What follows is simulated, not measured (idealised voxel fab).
A process module follows: voxel tone inversion.
Square cells of 5 nm make up the cross-section cut, whose width is 215 nm.
In what follows, cross-sections appear as grids of square cells, described through bands that run from the top down, where every band is one or more rows of cells.
What a band's entry tells you: where the top is and where the bottom is, as heights in nm, and after that what lies inside, material by material from left to right, each with its width in nm. Empty space is written as the word "air", and a single material marked with the word "full width" occupies the band from edge to edge.
Counting heights begins at 0, where everything beneath is, in the wafer as received, one material. The lowest band has no bottom; it goes on downwards, as "0..down" shows.
Top row gets the first number, bottom row gets the second, and each row in between changes by the same step: that is how a band width like "30->40" works.
A step reported as "identical to before" is a step in which no cell of the cross-section changed.
If an empty space has no open way to the top and is at least 8 cells in size, "Voids, enclosed" lists it, written width x height at distance, where distance is measured from the left edge and every value is in nm.
Anything after a step's settings on that line? It's the simulator's own note about the step.
The setting "overlay nm" may be written on the line of a step. When the step uses a mask, the value reports how far to the right of the planned place the mask lay, and a negative value reports that it lay to the left.

## Process steps foreseen in the plan
1 RECEIVE, material Si
2 CONFORMAL_DEP, material SiCN, thk nm 5
3 DIRECTIONAL_DEP, material polySi, thk nm 25
4 PATTERN, tone cover, mask id POSTS, material resist, width nm 20, pitch nm 45, thk nm 35, overlay nm 0
5 DIRECTIONAL_ETCH, etch materials polySi, depth nm 25
6 STRIP, etch materials resist
7 FILL_DEP, material SiO2, thk nm 10
8 CMP, height nm 30
9 STRIP, etch materials polySi

## Incoming wafer in cross-section (state: after step 1)
* 0..down = Si full width
* Voids, enclosed: none

## Cross-sectional image of the first of two wafers at the end of the module, the run having proceeded as planned
* 30..5 = 75 nm SiO2; 20 nm air; 25 nm SiO2; 20 nm air; 75 nm SiO2
* 5..0 = SiCN full width
* 0..down = Si full width
* Voids, enclosed: none

## Wafer two, sectioned after the module: the first wafer's start, the first wafer's plan, and one mistake in how it was run
* 30..25 = SiO2 full width
* 25..0 = 75 nm SiO2; 20 nm polySi; 25 nm SiO2; 20 nm polySi; 75 nm SiO2
* 0..down = Si full width
* Voids, enclosed: none
So what did we get wrong on this run? skipped: plan step 2 (never run)
Final difference in cells, second wafer against first, listed per material as more or fewer: SiCN: 43 fewer, SiO2: 43 more, polySi: 40 more
